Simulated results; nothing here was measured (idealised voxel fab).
process module | voxel transistor to metal
cross-section cut | 180 nm wide | cells 5 nm
A cross-section is a grid of square cells, given in bands from the top down. A band is one or more rows of cells.
Each band's line starts with the height of the band's top and of its bottom, in nm. Then come its materials from left to right, each with its width in nm. One material with "throughout" fills the band from edge to edge. "air" is empty space.
Height 0 is the level under which the wafer as received is all one material. The lowest band goes on downwards, as in "0 down".
A width such as "30 to 40" changes by the same amount from each row of cells to the next, from the band's top row to its bottom row.
"no change" after a step means that no cell of the cross-section changed.
closed voids: empty space of 8 cells or more with no open way to the top, each as width x height at its distance from the left edge, in nm
after a step's settings: what the simulator itself notes on the step
overlay nm, on a step with a mask: how far to the right of its planned place the mask lay; to the left if negative
plan
1 op RECEIVE | material Si
2 op CONFORMAL_DEP | material SiO2 | thk nm 5
3 op CONFORMAL_DEP | material SiN | thk nm 10
4 op MASKED_ETCH | tone cover | mask id ACTIVE | width nm 110 | etch materials SiN | depth nm 10 | overlay nm 0
5 op MASKED_ETCH | tone cover | mask id ACTIVE | width nm 110 | etch materials SiO2 | depth nm 5 | overlay nm 0
6 op MASKED_ETCH | tone cover | mask id ACTIVE | width nm 110 | etch materials Si | depth nm 30 | overlay nm 0
7 op OXIDIZE | depth nm 5
8 op FILL_DEP | material SiO2 | thk nm 5
9 op CMP | height nm 15
10 op SELECTIVE_ETCH | etch materials SiO2 | depth nm 10
11 op STRIP | etch materials SiN
12 op SELECTIVE_ETCH | etch materials SiO2 | depth nm 5
13 op OXIDIZE | depth nm 5
14 op DIRECTIONAL_DEP | material polySi | thk nm 20
15 op DIRECTIONAL_DEP | material SiCN | thk nm 10
16 op PATTERN | tone cover | mask id GATE | material resist | width nm 30 | thk nm 15 | overlay nm 0
17 op DIRECTIONAL_ETCH | etch materials SiCN | depth nm 20
18 op DIRECTIONAL_ETCH | etch materials polySi | depth nm 30
19 op STRIP | etch materials resist
20 op CONFORMAL_DEP | material SiN | thk nm 10
21 op DIRECTIONAL_ETCH | etch materials SiN | depth nm 10
22 op DIRECTIONAL_ETCH | etch materials SiO2 | depth nm 5
23 op EPI | material pSi | thk nm 5
24 op FILL_DEP | material SiO2 | thk nm 10
25 op CMP | height nm 20
26 op STRIP | etch materials polySi
27 op SELECTIVE_ETCH | etch materials SiO2 | depth nm 5
28 op CONFORMAL_DEP | material HfO2 | thk nm 5
29 op CONFORMAL_DEP | material TiN | thk nm 5
30 op FILL_DEP | material W | thk nm 10
31 op CMP | height nm 15
32 op DIRECTIONAL_DEP | material SiO2 | thk nm 10
33 op MASKED_ETCH | tone open | mask id CONTACT | width nm 20 | pitch nm 80 | etch materials SiO2 | depth nm 25 | overlay nm 0
34 op CONFORMAL_DEP | material TiN | thk nm 5
35 op FILL_DEP | material Ru | thk nm 5
36 op CMP | height nm 25
37 op CONFORMAL_DEP | material SiN | thk nm 5
38 op DIRECTIONAL_DEP | material lowk | thk nm 20
39 op DIRECTIONAL_DEP | material aC | thk nm 15
40 op PATTERN | tone open | mask id METAL_1 | material resist | width nm 20 | pitch nm 80 | thk nm 30 | overlay nm 0
41 op DIRECTIONAL_ETCH | etch materials aC | depth nm 15
42 op STRIP | etch materials resist
43 op DIRECTIONAL_ETCH | etch materials lowk | depth nm 20
44 op DIRECTIONAL_ETCH | etch materials SiN | depth nm 5
45 op STRIP | etch materials aC
46 op CONFORMAL_DEP | material TiN | thk nm 5
47 op FILL_DEP | material Cu | thk nm 5
48 op CMP | height nm 50
49 op CONFORMAL_DEP | material SiCN | thk nm 5
50 op DIRECTIONAL_DEP | material SiO2 | thk nm 30
51 op MASKED_ETCH | tone open | mask id METAL_2_HOLES | width nm 15 | pitch nm 80 | etch materials SiO2 | depth nm 30 | overlay nm 0
52 op MASKED_ETCH | tone open | mask id METAL_2 | width nm 20 | pitch nm 80 | etch materials SiO2 | depth nm 20 | overlay nm 0
53 op MASKED_ETCH | tone open | mask id METAL_2 | width nm 20 | pitch nm 80 | etch materials SiCN | depth nm 5 | overlay nm 0
54 op CONFORMAL_DEP | material TiN | thk nm 5
55 op FILL_DEP | material Ru | thk nm 10
56 op CMP | height nm 85
57 op CONFORMAL_DEP | material SiN | thk nm 5
varied across the wafers: thk nm of step 34. The plan shows the first wafer's value. All wafers start alike
first wafer as received, after step 1
  0 down: Si throughout
  closed voids: none
first wafer at the end, after step 57
  90 to 85: SiN throughout
  85 to 70: SiO2 40 | TiN 5 | Ru 10 | TiN 5 | SiO2 60 | TiN 5 | Ru 10 | TiN 5 | SiO2 40
  70 to 65: SiO2 40 | TiN 5 | Ru 5 | TiN 10 | SiO2 60 | TiN 5 | Ru 5 | TiN 10 | SiO2 40
  65 to 55: SiO2 40 | TiN 5 | Ru 5 | TiN 5 | SiO2 65 | TiN 5 | Ru 5 | TiN 5 | SiO2 45
  55 to 50: SiCN 40 | TiN 15 | SiCN 65 | TiN 15 | SiCN 45
  50 to 30: lowk 40 | TiN 5 | Cu 10 | TiN 5 | lowk 60 | TiN 5 | Cu 10 | TiN 5 | lowk 40
  30 to 25: SiN 40 | TiN 20 | SiN 60 | TiN 20 | SiN 40
  25 to 15: SiO2 40 | TiN 5 | Ru 10 | TiN 5 | SiO2 60 | TiN 5 | Ru 10 | TiN 5 | SiO2 40
  15 to 5: SiO2 40 | TiN 5 | Ru 10 | TiN 5 | SiO2 5 | SiN 10 | HfO2 5 | TiN 5 | W 10 | TiN 5 | HfO2 5 | SiN 10 | SiO2 5 | TiN 5 | Ru 10 | TiN 5 | SiO2 40
  5 to 0: SiO2 40 | TiN 20 | SiO2 5 | SiN 10 | HfO2 5 | TiN 20 | HfO2 5 | SiN 10 | SiO2 5 | TiN 20 | SiO2 40
  0 to -5: SiO2 35 | pSi 30 | SiO2 5 | HfO2 40 | SiO2 5 | pSi 30 | SiO2 35
  -5 to -35: SiO2 40 | Si 100 | SiO2 40
  -35 down: Si throughout
  closed voids: none
last wafer at the end
  90 to 85: SiN throughout
  85 to 70: SiO2 40 | TiN 5 | Ru 10 | TiN 5 | SiO2 60 | TiN 5 | Ru 10 | TiN 5 | SiO2 40
  70 to 65: SiO2 40 | TiN 5 | Ru 5 | TiN 10 | SiO2 60 | TiN 5 | Ru 5 | TiN 10 | SiO2 40
  65 to 55: SiO2 40 | TiN 5 | Ru 5 | TiN 5 | SiO2 65 | TiN 5 | Ru 5 | TiN 5 | SiO2 45
  55 to 50: SiCN 40 | TiN 15 | SiCN 65 | TiN 15 | SiCN 45
  50 to 30: lowk 40 | TiN 5 | Cu 10 | TiN 5 | lowk 60 | TiN 5 | Cu 10 | TiN 5 | lowk 40
  30 to 25: SiN 40 | TiN 20 | SiN 60 | TiN 20 | SiN 40
  25 to 15: SiO2 40 | TiN 20 | SiO2 60 | TiN 20 | SiO2 40
  15 to 5: SiO2 40 | TiN 20 | SiO2 5 | SiN 10 | HfO2 5 | TiN 5 | W 10 | TiN 5 | HfO2 5 | SiN 10 | SiO2 5 | TiN 20 | SiO2 40
  5 to 0: SiO2 40 | TiN 20 | SiO2 5 | SiN 10 | HfO2 5 | TiN 20 | HfO2 5 | SiN 10 | SiO2 5 | TiN 20 | SiO2 40
  0 to -5: SiO2 35 | pSi 30 | SiO2 5 | HfO2 40 | SiO2 5 | pSi 30 | SiO2 35
  -5 to -35: SiO2 40 | Si 100 | SiO2 40
  -35 down: Si throughout
  closed voids: none
each wafer at the end: cells of each material gained (+) or lost (-) since it was received, then its closed voids
thk nm 5 | +16 Cu | +14 HfO2 | +34 Ru | -132 Si | +30 SiCN | +76 SiN | +394 SiO2 | +88 TiN | +4 W | +112 lowk | +12 pSi | closed voids: none
thk nm 10 | +16 Cu | +14 HfO2 | +18 Ru | -132 Si | +30 SiCN | +76 SiN | +394 SiO2 | +104 TiN | +4 W | +112 lowk | +12 pSi | closed voids: none
thk nm 15 | +16 Cu | +14 HfO2 | +18 Ru | -132 Si | +30 SiCN | +76 SiN | +394 SiO2 | +104 TiN | +4 W | +112 lowk | +12 pSi | closed voids: none
thk nm 20 | +16 Cu | +14 HfO2 | +18 Ru | -132 Si | +30 SiCN | +76 SiN | +394 SiO2 | +104 TiN | +4 W | +112 lowk | +12 pSi | closed voids: none
